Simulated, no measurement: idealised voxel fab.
process module | voxel fin reveal
cross-section cut | 250 nm wide | cells 5 nm
A cross-section is a grid of square cells, given in bands from the top down. A band is one or more rows of cells.
Each band's line starts with the height of the band's top and of its bottom, in nm. Then come its materials from left to right, each with its width in nm. One material with "throughout" fills the band from edge to edge. "air" is empty space.
Height 0 is the level under which the wafer as received is all one material. The lowest band goes on downwards, as in "0 down".
A width such as "30 to 40" changes by the same amount from each row of cells to the next, from the band's top row to its bottom row.
"no change" after a step means that no cell of the cross-section changed.
closed voids: empty space of 8 cells or more with no open way to the top, each as width x height at its distance from the left edge, in nm
after a step's settings: what the simulator itself notes on the step
overlay nm, on a step with a mask: how far to the right of its planned place the mask lay; to the left if negative
plan
1 op RECEIVE | material Si
2 op CONFORMAL_DEP | material SiN | thk nm 10
3 op DIRECTIONAL_DEP | material aC | thk nm 10
4 op PATTERN | tone cover | mask id FINS | material resist | width nm 15 | pitch nm 40 | thk nm 25 | overlay nm 0
5 op DIRECTIONAL_ETCH | etch materials aC | depth nm 10
6 op STRIP | etch materials resist
7 op DIRECTIONAL_ETCH | etch materials SiN | depth nm 10
8 op DIRECTIONAL_ETCH | etch materials Si | depth nm 40
9 op STRIP | etch materials aC
10 op OXIDIZE | depth nm 5
11 op FILL_DEP | material SiO2 | thk nm 15
12 op CMP | height nm 10
13 op SELECTIVE_ETCH | etch materials SiO2 | depth nm 20
14 op STRIP | etch materials SiN
as received, after step 1
  0 down: Si throughout
  closed voids: none
first wafer at the end, as planned
  0 to -10: air 100 | Si 5 | air 35 | Si 5 | air 105
  -10 to -45: SiO2 100 | Si 5 | SiO2 35 | Si 5 | SiO2 105
  -45 down: Si throughout
  closed voids: none
second wafer at the end: like start, like plan, one mistake
  0 to -10: air 100 | Si 5 | air 35 | Si 5 | air 105
  -10 to -20: SiO2 75 | air 25 | Si 5 | air 35 | Si 5 | air 25 | SiO2 80
  -20 to -45: SiO2 100 | Si 5 | SiO2 35 | Si 5 | SiO2 105
  -45 down: Si throughout
  closed voids: none
what went wrong: steps 13 and 14 were swapped
at the end the second wafer has, in cells: 34 fewer of SiO2
